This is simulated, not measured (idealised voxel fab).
The process module presented herein is designated voxel ribs on slabs.
175 nm wide, 5 nm square cells: that's cross-section cut.
Cross-section, as written here: a square-cell grid given band by band from the top down, where a band holds one or more rows of cells.
Per band: top height and bottom height in nm, followed by the left-to-right materials and their widths in nm; "all across" marks a single material spanning edge to edge, "air" marks empty space.
Ref level 0: as-received wafer is one material below here. Bottom band extends down with no lower bound ("0 and below").
Quick explanation for "30 to 40": the width changes in equal steps down the rows of cells, from the first number in the band's top row to the second number in its bottom row.
When a step is marked "nothing different", none of the cells in the cross-section changed during that step.
So "Closed void roster" is basically the list of trapped voids: any empty space of 8 cells or more that can't reach the top through an opening. They're written width x height at distance, the distance being from the left edge, and it's all nm.
Formally, on a step line, whatever follows the settings is a remark that the simulator itself makes on the step.
overlay nm: how far to the right of its planned place the mask lay on this masked step (negative: to the left).

-- Planned step list for the process
1 RECEIVE with material Si
2 DIRECTIONAL_DEP with material SiO2, thk nm 25
3 DIRECTIONAL_DEP with material SiN, thk nm 15
4 MASKED_ETCH with tone cover, mask id RIB, width nm 30, etch materials SiN, depth nm 10, overlay nm 0
5 DIRECTIONAL_DEP with material aC, thk nm 10
6 PATTERN with tone cover, mask id SLAB, material resist, width nm 60, thk nm 30, overlay nm 0
7 DIRECTIONAL_ETCH with etch materials aC, depth nm 10
8 STRIP with etch materials resist
9 DIRECTIONAL_ETCH with etch materials SiN, depth nm 5
10 STRIP with etch materials aC
11 FILL_DEP with material SiO2, thk nm 20
12 CMP with height nm 55
13 DIRECTIONAL_DEP with material TiN, thk nm 10
14 MASKED_ETCH with tone cover, mask id HEATER, width nm 40, etch materials TiN, depth nm 10, overlay nm 0
15 CONFORMAL_DEP with material SiN, thk nm 10

-- Here's what the wafer looked like in cross-section when it arrived - that's after step 1
- 0 and below | Si all across
- Closed void roster: none

-- Cross-sectional image of the first of two wafers at the end of the module, the run having proceeded as planned
- 75 down to 65 | air 55, SiN 60, air 60
- 65 down to 55 | SiN 65, TiN 40, SiN 70
- 55 down to 40 | SiO2 all across
- 40 down to 30 | SiO2 70, SiN 30, SiO2 75
- 30 down to 25 | SiO2 55, SiN 60, SiO2 60
- 25 down to 0 | SiO2 all across
- 0 and below | Si all across
- Closed void roster: none

-- Here is the second of the two wafers cut open at the end of the module - same start, same plan as the first one, but we made one mistake running it
- 75 down to 65 | air 55, SiN 60, air 60
- 65 down to 55 | SiN 65, TiN 40, SiN 70
- 55 down to 45 | SiO2 70, SiN 30, SiO2 75
- 45 down to 40 | SiO2 55, SiN 60, SiO2 60
- 40 down to 25 | SiN all across
- 25 down to 0 | SiO2 all across
- 0 and below | Si all across
- Closed void roster: none
What was done differently from what was planned? twice over, step 3 of the plan was run
In the final state, the cell counts of the second wafer exceed or fall short of those of the first for the following materials: 105 more of SiN; 105 fewer of SiO2
